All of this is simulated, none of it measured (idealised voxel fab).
Process module in this document: voxel released beams
Pictured: cross-section cut, 205 nm wide, on a grid of 5 nm square cells.
Format of a cross-section: grid, square cells. Given as bands. Order: top down. Band: one or more rows of cells. Heads up on the band format: heights come first, top then bottom, in nm. After that it's the materials left to right, each with its width in nm. A single material flagged "throughout" fills the whole band edge to edge, and "blank" means there's empty space there. Height datum 0, below which the as-received substrate wafer is one material. Lowest band open at the bottom, running downward: "0 and below". With a width like "30->40", each row of cells in the band differs from the next by the same amount, the top row carrying the first number and the bottom row the second. No cell of the cross-section changed in a step that is given as "stayed the same". "Enclosed void catalog" enumerates empty spaces isolated from the top, with no open way to it, that contain at least 8 cells, giving each as width x height at distance from the left edge, all three in nm. If you see something after the settings on a step's line, that's the simulator's own remark about that step. If you see "overlay nm" on a step's line and that step has a mask, it's telling you how far right of where it was planned the mask ended up; a negative number means it went left instead.

STEPS PLANNED FOR THE PROCESS
1: RECEIVE,material Si
2: CONFORMAL_DEP,material Al2O3,thk nm 10
3: DIRECTIONAL_DEP,material SiO2,thk nm 15
4: PATTERN,tone open,mask id ANCHOR,material resist,width nm 35,thk nm 20,overlay nm 0
5: DIRECTIONAL_ETCH,etch materials SiO2,depth nm 15
6: STRIP,etch materials resist
7: CONFORMAL_DEP,material polySi,thk nm 10
8: DIRECTIONAL_DEP,material aC,thk nm 10
9: PATTERN,tone cover,mask id BEAM,material resist,width nm 100,thk nm 30,overlay nm 0
10: DIRECTIONAL_ETCH,etch materials aC,depth nm 10
11: STRIP,etch materials resist
12: DIRECTIONAL_ETCH,etch materials polySi,depth nm 10
13: STRIP,etch materials aC
14: STRIP,etch materials SiO2

CROSS-SECTION OF THE WAFER AS IT CAME TO US, I.E., ALREADY THROUGH STEP 1
	0 and below  Si throughout
	Enclosed void catalog: none

LOOKING AT THE FIRST OF TWO WAFERS IN CROSS-SECTION AT END OF MODULE - RAN TO PLAN
	35 down to 25  blank 50  polySi 15  blank 15  polySi 70  blank 55
	25 down to 20  blank 55  polySi 10  blank 15  polySi 10  blank 115
	20 down to 10  blank 55  polySi 35  blank 115
	10 down to 0  Al2O3 throughout
	0 and below  Si throughout
	Enclosed void catalog: none

SECOND OF TWO WAFERS, MODULE COMPLETE, SECTIONED: IT SHARES THE FIRST WAFER'S START AND PLAN BUT WAS RUN WITH ONE MISTAKE
	35 down to 25  blank 50  polySi 50  blank 105
	25 down to 20  blank 45  polySi 10  SiO2 35  polySi 10  blank 105
	20 down to 10  blank 45  polySi 10  SiO2 35  polySi 60  blank 55
	10 down to 0  Al2O3 throughout
	0 and below  Si throughout
	Enclosed void catalog: none
Processing error: heads up, step 4 didn't go per plan, it actually ran as PATTERN,tone cover,mask id ANCHOR,material resist,width nm 35,thk nm 20,overlay nm 0
Final cells, second wafer relative to first, materials higher or lower: +21 SiO2
